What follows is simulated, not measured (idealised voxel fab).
You're looking at the process module voxel transistor to metal.
Pictured: cross-section cut, 150 nm wide, on a grid of 5 nm square cells.
Cross-section = grid of square cells, listed top down in bands; band = one or more rows.
Per band: top height and bottom height in nm, followed by the left-to-right materials and their widths in nm; "all across" marks a single material spanning edge to edge, "air" marks empty space.
Below 0: as-received wafer, all one material; heights counted from there. Lowest band: no bottom, goes on down, written "top 0, no bottom".
Quick explanation for "30 to 40": the width changes in equal steps down the rows of cells, from the first number in the band's top row to the second number in its bottom row.
Where the words "no modifications" appear for a step, the cross-section shows no cell changed by that step; every cell remained as before.
You'll see "Enclosed void inventory" listing empty spaces that have no way open to the top, as long as they're 8 cells or more; the notation is width x height at distance, where the distance is from the left edge, and all of it is in nm.
On a step's line, text after the settings is the simulator commenting on that step.
overlay nm: where the mask lay relative to plan, measured to the right, on steps with a mask; negatives go left.
-- Below is the list of planned process steps
- 1: RECEIVE,material Si
- 2: CONFORMAL_DEP,material SiO2,thk nm 5
- 3: CONFORMAL_DEP,material SiN,thk nm 10
- 4: PATTERN,tone cover,mask id ACTIVE,material resist,width nm 95,thk nm 15,overlay nm 0
- 5: DIRECTIONAL_ETCH,etch materials SiN,depth nm 10
- 6: DIRECTIONAL_ETCH,etch materials SiO2,depth nm 5
- 7: DIRECTIONAL_ETCH,etch materials Si,depth nm 25
- 8: STRIP,etch materials resist
- 9: OXIDIZE,depth nm 5
- 10: FILL_DEP,material SiO2,thk nm 10
- 11: CMP,height nm 15
- 12: SELECTIVE_ETCH,etch materials SiO2,depth nm 5
- 13: STRIP,etch materials SiN
- 14: SELECTIVE_ETCH,etch materials SiO2,depth nm 5
- 15: OXIDIZE,depth nm 5
- 16: DIRECTIONAL_DEP,material polySi,thk nm 30
- 17: DIRECTIONAL_DEP,material SiCN,thk nm 10
- 18: MASKED_ETCH,tone cover,mask id GATE,width nm 15,etch materials SiCN,depth nm 20,overlay nm 0
- 19: MASKED_ETCH,tone cover,mask id GATE,width nm 15,etch materials polySi,depth nm 40,overlay nm 0
- 20: CONFORMAL_DEP,material SiN,thk nm 10
- 21: DIRECTIONAL_ETCH,etch materials SiN,depth nm 10
- 22: DIRECTIONAL_ETCH,etch materials SiO2,depth nm 5
- 23: DIRECTIONAL_ETCH,etch materials Si,depth nm 10
- 24: EPI,material pSi,thk nm 10
- 25: FILL_DEP,material SiO2,thk nm 5
- 26: CMP,height nm 40
- 27: DIRECTIONAL_DEP,material SiO2,thk nm 15
- 28: MASKED_ETCH,tone open,mask id CONTACT,width nm 20,pitch nm 65,etch materials SiO2,depth nm 60,overlay nm 0
- 29: CONFORMAL_DEP,material TiN,thk nm 5
- 30: FILL_DEP,material Ru,thk nm 5
- 31: CMP,height nm 55
- 32: CONFORMAL_DEP,material SiCN,thk nm 5
- 33: DIRECTIONAL_DEP,material SiO2,thk nm 20
- 34: PATTERN,tone open,mask id METAL_1,material resist,width nm 20,pitch nm 65,thk nm 15,overlay nm 0
- 35: DIRECTIONAL_ETCH,etch materials SiO2,depth nm 20
- 36: DIRECTIONAL_ETCH,etch materials SiCN,depth nm 5
- 37: STRIP,etch materials resist
- 38: CONFORMAL_DEP,material TiN,thk nm 5
- 39: FILL_DEP,material Cu,thk nm 5
- 40: CMP,height nm 80
- 41: CONFORMAL_DEP,material SiN,thk nm 5
-- This is the cross-section of the wafer as we received it, i.e. after step 1
top 0, no bottom | Si all across
Enclosed void inventory: none
-- Final cross-section, module run with one mistake (start and plan as above)
top 85, bottom 80 | SiN all across
top 80, bottom 60 | 30 SiO2; 5 TiN; 10 Cu; 5 TiN; 45 SiO2; 5 TiN; 10 Cu; 5 TiN; 35 SiO2
top 60, bottom 55 | 30 SiCN; 20 TiN; 45 SiCN; 20 TiN; 35 SiCN
top 55, bottom 40 | 30 SiO2; 5 TiN; 10 Ru; 5 TiN; 45 SiO2; 5 TiN; 10 Ru; 5 TiN; 35 SiO2
top 40, bottom 30 | 30 SiO2; 5 TiN; 10 Ru; 5 TiN; 5 SiO2; 10 SiN; 15 SiCN; 10 SiN; 5 SiO2; 5 TiN; 10 Ru; 5 TiN; 35 SiO2
top 30, bottom 10 | 30 SiO2; 5 TiN; 10 Ru; 5 TiN; 5 SiO2; 10 SiN; 15 polySi; 10 SiN; 5 SiO2; 5 TiN; 10 Ru; 5 TiN; 35 SiO2
top 10, bottom 5 | 30 SiO2; 5 TiN; 5 Ru; 10 TiN; 5 SiO2; 10 SiN; 15 polySi; 10 SiN; 5 SiO2; 10 TiN; 5 Ru; 5 TiN; 35 SiO2
top 5, bottom 0 | 20 SiO2; 10 SiN; 15 TiN; 10 pSi; 10 SiN; 15 polySi; 10 SiN; 10 pSi; 15 TiN; 10 SiN; 25 SiO2
top 0, bottom -5 | 20 SiO2; 10 SiN; 25 pSi; 35 SiO2; 25 pSi; 10 SiN; 25 SiO2
top -5, bottom -10 | 35 SiO2; 20 pSi; 35 Si; 20 pSi; 40 SiO2
top -10, bottom -15 | 30 SiO2; 5 Si; 20 pSi; 35 Si; 20 pSi; 5 Si; 35 SiO2
top -15, bottom -30 | 30 SiO2; 85 Si; 35 SiO2
top -30, no bottom | Si all across
Enclosed void inventory: none
Here's what went sideways: plan step 2: skipped, not run
